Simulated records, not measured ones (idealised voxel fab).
Process module, titled voxel self aligned vias
It is cross-section cut that appears here, measuring 185 nm in width, its square cells being 5 nm in size.
Cross-section, as written here: a square-cell grid given band by band from the top down, where a band holds one or more rows of cells.
Quick guide to a band line: top height, bottom height (nm) up front; then every material left to right with its width in nm. Only one material and it's marked "edge to edge"? Then it fills the band edge to edge. And "empty" just means empty space.
Below 0: as-received wafer, all one material; heights counted from there. Lowest band: no bottom, goes on down, written "from 0 down".
A two-number width, for instance "30..40", indicates that the width is equal to the first number in the top row of the band and to the second number in the bottom row, and that it changes by a constant amount per row of cells.
Given "nothing changed" for a step, no cell of the cross-section differs between before and after that step.
Heads up: "Trapped voids" only lists the empty pockets with no open path to the top that are 8 cells or more, and it writes them as width x height at distance, distance from the left edge, in nm.
Post-settings text on a step line: simulator's own remark regarding the step.
Steps that use a mask can have "overlay nm" on their line. It says how far the mask sat to the right of where it was meant to be. Negative means to the left.
## Below is the list of planned process steps
- 1: op RECEIVE | material Si
- 2: op CONFORMAL_DEP | material SiO2 | thk nm 15
- 3: op CONFORMAL_DEP | material SiCN | thk nm 5
- 4: op DIRECTIONAL_DEP | material SiO2 | thk nm 20
- 5: op MASKED_ETCH | tone open | mask id LINES | width nm 25 | pitch nm 50 | etch materials SiO2 | depth nm 20 | overlay nm 0
- 6: op CONFORMAL_DEP | material TiN | thk nm 5
- 7: op FILL_DEP | material W | thk nm 10
- 8: op CMP | height nm 40
- 9: op SELECTIVE_ETCH | etch materials W Ru TiN | depth nm 5
- 10: op FILL_DEP | material SiN | thk nm 10
- 11: op CMP | height nm 40
- 12: op DIRECTIONAL_DEP | material SiO2 | thk nm 20
- 13: op MASKED_ETCH | tone open | mask id VIAS | width nm 35 | pitch nm 50 | etch materials SiO2 | depth nm 20 | overlay nm 0
- 14: op MASKED_ETCH | tone open | mask id VIAS | width nm 35 | pitch nm 50 | etch materials SiN | depth nm 5 | overlay nm 0
- 15: op CONFORMAL_DEP | material TiN | thk nm 5
- 16: op FILL_DEP | material Cu | thk nm 10
- 17: op CMP | height nm 60
- 18: op CONFORMAL_DEP | material SiCN | thk nm 5
## Shown in cross-section is the wafer as received, that is, as it stands after step 1
	from 0 down = Si edge to edge
	Trapped voids: none
## As-planned run: cross-section of the first of two wafers at end of module
	from 65 to 60 = SiCN edge to edge
	from 60 to 45 = 25 nm SiO2, 5 nm TiN, 25 nm Cu, 5 nm TiN, 15 nm SiO2, 5 nm TiN, 25 nm Cu, 5 nm TiN, 15 nm SiO2, 5 nm TiN, 25 nm Cu, 5 nm TiN, 25 nm SiO2
	from 45 to 40 = 25 nm SiO2, 10 nm TiN, 15 nm Cu, 10 nm TiN, 15 nm SiO2, 10 nm TiN, 15 nm Cu, 10 nm TiN, 15 nm SiO2, 10 nm TiN, 15 nm Cu, 10 nm TiN, 25 nm SiO2
	from 40 to 35 = 30 nm SiO2, 25 nm TiN, 25 nm SiO2, 25 nm TiN, 25 nm SiO2, 25 nm TiN, 30 nm SiO2
	from 35 to 25 = 30 nm SiO2, 5 nm TiN, 15 nm W, 5 nm TiN, 25 nm SiO2, 5 nm TiN, 15 nm W, 5 nm TiN, 25 nm SiO2, 5 nm TiN, 15 nm W, 5 nm TiN, 30 nm SiO2
	from 25 to 20 = 30 nm SiO2, 25 nm TiN, 25 nm SiO2, 25 nm TiN, 25 nm SiO2, 25 nm TiN, 30 nm SiO2
	from 20 to 15 = SiCN edge to edge
	from 15 to 0 = SiO2 edge to edge
	from 0 down = Si edge to edge
	Trapped voids: none
## Second of two wafers, module complete, sectioned: it shares the first wafer's start and plan but was run with one mistake
	from 65 to 60 = SiCN edge to edge
	from 60 to 45 = 25 nm SiO2, 5 nm TiN, 25 nm Cu, 5 nm TiN, 15 nm SiO2, 5 nm TiN, 25 nm Cu, 5 nm TiN, 15 nm SiO2, 5 nm TiN, 25 nm Cu, 5 nm TiN, 25 nm SiO2
	from 45 to 40 = 25 nm SiO2, 35 nm TiN, 15 nm SiO2, 35 nm TiN, 15 nm SiO2, 35 nm TiN, 25 nm SiO2
	from 40 to 25 = 30 nm SiO2, 5 nm TiN, 15 nm SiCN, 5 nm TiN, 25 nm SiO2, 5 nm TiN, 15 nm SiCN, 5 nm TiN, 25 nm SiO2, 5 nm TiN, 15 nm SiCN, 5 nm TiN, 30 nm SiO2
	from 25 to 20 = 30 nm SiO2, 25 nm TiN, 25 nm SiO2, 25 nm TiN, 25 nm SiO2, 25 nm TiN, 30 nm SiO2
	from 20 to 15 = SiCN edge to edge
	from 15 to 0 = SiO2 edge to edge
	from 0 down = Si edge to edge
	Trapped voids: none
Diagnosis: not per plan at step 7, really ran op FILL_DEP | material SiCN | thk nm 10
Materials where the second wafer ends with more or fewer cells than the first: 9 fewer of Cu | 27 more of SiCN | 18 fewer of W
